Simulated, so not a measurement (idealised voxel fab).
process module | voxel transistor to metal
cross-section cut | 140 nm wide | cells 5 nm
A cross-section is a grid of square cells, given in bands from the top down. A band is one or more rows of cells.
Each band's line starts with the height of the band's top and of its bottom, in nm. Then come its materials from left to right, each with its width in nm. One material with "throughout" fills the band from edge to edge. "air" is empty space.
Height 0 is the level under which the wafer as received is all one material. The lowest band goes on downwards, as in "0 down".
A width such as "30 to 40" changes by the same amount from each row of cells to the next, from the band's top row to its bottom row.
"no change" after a step means that no cell of the cross-section changed.
closed voids: empty space of 8 cells or more with no open way to the top, each as width x height at its distance from the left edge, in nm
after a step's settings: what the simulator itself notes on the step
overlay nm, on a step with a mask: how far to the right of its planned place the mask lay; to the left if negative
plan
1 op RECEIVE | material Si
2 op CONFORMAL_DEP | material SiO2 | thk nm 5
3 op CONFORMAL_DEP | material SiN | thk nm 10
4 op MASKED_ETCH | tone cover | mask id ACTIVE | width nm 95 | etch materials SiN | depth nm 10 | overlay nm 0
5 op MASKED_ETCH | tone cover | mask id ACTIVE | width nm 95 | etch materials SiO2 | depth nm 5 | overlay nm 0
6 op MASKED_ETCH | tone cover | mask id ACTIVE | width nm 95 | etch materials Si | depth nm 35 | overlay nm 0
7 op FILL_DEP | material SiO2 | thk nm 10
8 op CMP | height nm 15
9 op SELECTIVE_ETCH | etch materials SiO2 | depth nm 5
10 op STRIP | etch materials SiN
11 op SELECTIVE_ETCH | etch materials SiO2 | depth nm 5
12 op OXIDIZE | depth nm 5
13 op DIRECTIONAL_DEP | material polySi | thk nm 25
14 op DIRECTIONAL_DEP | material SiCN | thk nm 15
15 op DIRECTIONAL_DEP | material aC | thk nm 10
16 op PATTERN | tone cover | mask id GATE | material resist | width nm 15 | thk nm 25 | overlay nm 0
17 op DIRECTIONAL_ETCH | etch materials aC | depth nm 10
18 op STRIP | etch materials resist
19 op DIRECTIONAL_ETCH | etch materials SiCN | depth nm 25
20 op DIRECTIONAL_ETCH | etch materials polySi | depth nm 35
21 op STRIP | etch materials aC
22 op CONFORMAL_DEP | material SiO2 | thk nm 5
23 op DIRECTIONAL_ETCH | etch materials SiO2 | depth nm 5
24 op CONFORMAL_DEP | material SiN | thk nm 5
25 op DIRECTIONAL_ETCH | etch materials SiN | depth nm 5
26 op DIRECTIONAL_ETCH | etch materials SiO2 | depth nm 5
27 op DIRECTIONAL_ETCH | etch materials Si | depth nm 15
28 op EPI | material nSi | thk nm 20
29 op FILL_DEP | material SiO2 | thk nm 5
30 op CMP | height nm 40
31 op DIRECTIONAL_DEP | material SiO2 | thk nm 10
32 op MASKED_ETCH | tone open | mask id CONTACT | width nm 30 | pitch nm 55 | etch materials SiO2 | depth nm 35 | overlay nm 0
33 op CONFORMAL_DEP | material TiN | thk nm 5
34 op FILL_DEP | material W | thk nm 10
35 op CMP | height nm 50
36 op DIRECTIONAL_DEP | material TiN | thk nm 5
37 op DIRECTIONAL_DEP | material Ru | thk nm 20
38 op DIRECTIONAL_DEP | material aC | thk nm 15
39 op PATTERN | tone cover | mask id METAL_1 | material resist | width nm 20 | pitch nm 65 | thk nm 30 | overlay nm 0
40 op DIRECTIONAL_ETCH | etch materials aC | depth nm 15
41 op STRIP | etch materials resist
42 op DIRECTIONAL_ETCH | etch materials Ru | depth nm 20
43 op DIRECTIONAL_ETCH | etch materials TiN | depth nm 5
44 op STRIP | etch materials aC
45 op CONFORMAL_DEP | material SiCN | thk nm 5
46 op FILL_DEP | material SiO2 | thk nm 10
47 op CMP | height nm 75
48 op CONFORMAL_DEP | material SiN | thk nm 5
as received, after step 1
  0 down: Si throughout
  closed voids: none
a wafer at the end: this start, this plan, one mistake
  80 to 75: SiN throughout
  75 to 55: SiO2 20 | SiCN 5 | Ru 20 | SiCN 5 | SiO2 35 | SiCN 5 | Ru 20 | SiCN 5 | SiO2 25
  55 to 50: SiCN 25 | TiN 20 | SiCN 45 | TiN 20 | SiCN 30
  50 to 45: TiN 30 | W 20 | TiN 35 | W 20 | TiN 35
  45 to 40: SiO2 25 | TiN 5 | W 15 | TiN 10 | SiO2 25 | TiN 10 | W 15 | TiN 5 | SiO2 30
  40 to 25: SiO2 25 | TiN 5 | W 15 | TiN 5 | SiN 5 | SiO2 5 | SiCN 15 | SiO2 5 | SiN 5 | TiN 5 | W 15 | TiN 5 | SiO2 30
  25 to 20: SiO2 25 | TiN 5 | W 15 | TiN 5 | SiN 5 | SiO2 5 | polySi 15 | SiO2 5 | SiN 5 | TiN 5 | W 15 | TiN 5 | SiO2 30
  20 to 15: SiO2 25 | TiN 25 | SiN 5 | SiO2 5 | polySi 15 | SiO2 5 | SiN 5 | TiN 25 | SiO2 30
  15 to 5: SiO2 15 | nSi 35 | SiN 5 | SiO2 5 | polySi 15 | SiO2 5 | SiN 5 | nSi 35 | SiO2 20
  5 to 0: SiO2 15 | nSi 5 | SiN 5 | nSi 25 | SiN 5 | SiO2 5 | polySi 15 | SiO2 5 | SiN 5 | nSi 25 | SiN 5 | nSi 5 | SiO2 20
  0 to -5: SiO2 25 | nSi 25 | SiO2 35 | nSi 25 | SiO2 30
  -5 to -20: SiO2 20 | Si 5 | nSi 25 | Si 35 | nSi 25 | Si 5 | SiO2 25
  -20 to -35: SiO2 20 | Si 95 | SiO2 25
  -35 down: Si throughout
  closed voids: none
what went wrong: step 31 ran as: op DIRECTIONAL_DEP | material SiO2 | thk nm 5
